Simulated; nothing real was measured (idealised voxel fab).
Process module heading - voxel gate over fins
Square cell edge 5 nm, section width 270 nm, ID cut.
In what follows, cross-sections appear as grids of square cells, described through bands that run from the top down, where every band is one or more rows of cells.
Band entry format. Leading values: height of top, height of bottom, nm. Remainder: materials in left-to-right order, each with its width in nm. Special words: "full width" on a single material, which then fills the band edge to edge; "empty", empty space.
Convention: height 0 is the level below which the wafer, as received, is all one material. The lowest band does not terminate at the bottom but continues downward, represented as "0 nm and below".
The notation "30 to 40" denotes a width that varies across the rows of cells in the band, beginning at the first number in the top row, finishing at the second number in the bottom row, and changing by an identical amount from each row to the next.
The cross-section has no changed cell in any step marked "no change occurred".
"Cavities, sealed" specifies each empty space that is not open to the top and that occupies no fewer than 8 cells, using the form width x height at distance, the distance measured from the left edge and all three quantities in nm.
Post-settings text on a step line: simulator's own remark regarding the step.
You can add "overlay nm" to a step's line. For a step with a mask, it describes how far the mask lay to the right of its planned position, and a negative number describes a lay to the left.

[Process steps (planned)]
- 1: RECEIVE, material Si
- 2: CONFORMAL_DEP, material SiN, thk nm 5
- 3: PATTERN, tone cover, mask id FINS, material resist, width nm 15, pitch nm 40, thk nm 15, overlay nm 0
- 4: DIRECTIONAL_ETCH, etch materials SiN, depth nm 5
- 5: DIRECTIONAL_ETCH, etch materials Si, depth nm 30
- 6: STRIP, etch materials resist
- 7: OXIDIZE, depth nm 5
- 8: FILL_DEP, material SiO2, thk nm 10
- 9: CMP, height nm 5
- 10: SELECTIVE_ETCH, etch materials SiO2, depth nm 15
- 11: STRIP, etch materials SiN
- 12: CONFORMAL_DEP, material HfO2, thk nm 5
- 13: CONFORMAL_DEP, material TiN, thk nm 5
- 14: FILL_DEP, material W, thk nm 10
- 15: CMP, height nm 15
- 16: CONFORMAL_DEP, material SiN, thk nm 5

[This is the cross-section of the wafer as we received it, i.e. after step 1]
	0 nm and below = Si full width
	Cavities, sealed: none

[Cross-sectional result after module completion. Note: starting condition and plan are unchanged from above; one processing mistake was made]
	20 nm to 15 nm = SiN full width
	15 nm to 10 nm = W full width
	10 nm to 5 nm = TiN (90), W (5), TiN (35), W (5), TiN (35), W (5), TiN (95)
	5 nm to 0 nm = HfO2 (85), TiN (5), W (5), TiN (5), HfO2 (25), TiN (5), W (5), TiN (5), HfO2 (25), TiN (5), W (5), TiN (5), HfO2 (90)
	0 nm to -5 nm = Si (80), HfO2 (5), TiN (15), HfO2 (5), Si (15), HfO2 (5), TiN (15), HfO2 (5), Si (15), HfO2 (5), TiN (15), HfO2 (5), Si (85)
	-5 nm to -10 nm = Si (80), HfO2 (25), Si (15), HfO2 (25), Si (15), HfO2 (25), Si (85)
	-10 nm to -35 nm = Si (80), SiO2 (25), Si (15), SiO2 (25), Si (15), SiO2 (25), Si (85)
	-35 nm and below = Si full width
	Cavities, sealed: none
So what did we get wrong on this run? step 3 changed vs plan, executed as PATTERN, tone open, mask id FINS, material resist, width nm 15, pitch nm 40, thk nm 15, overlay nm 0
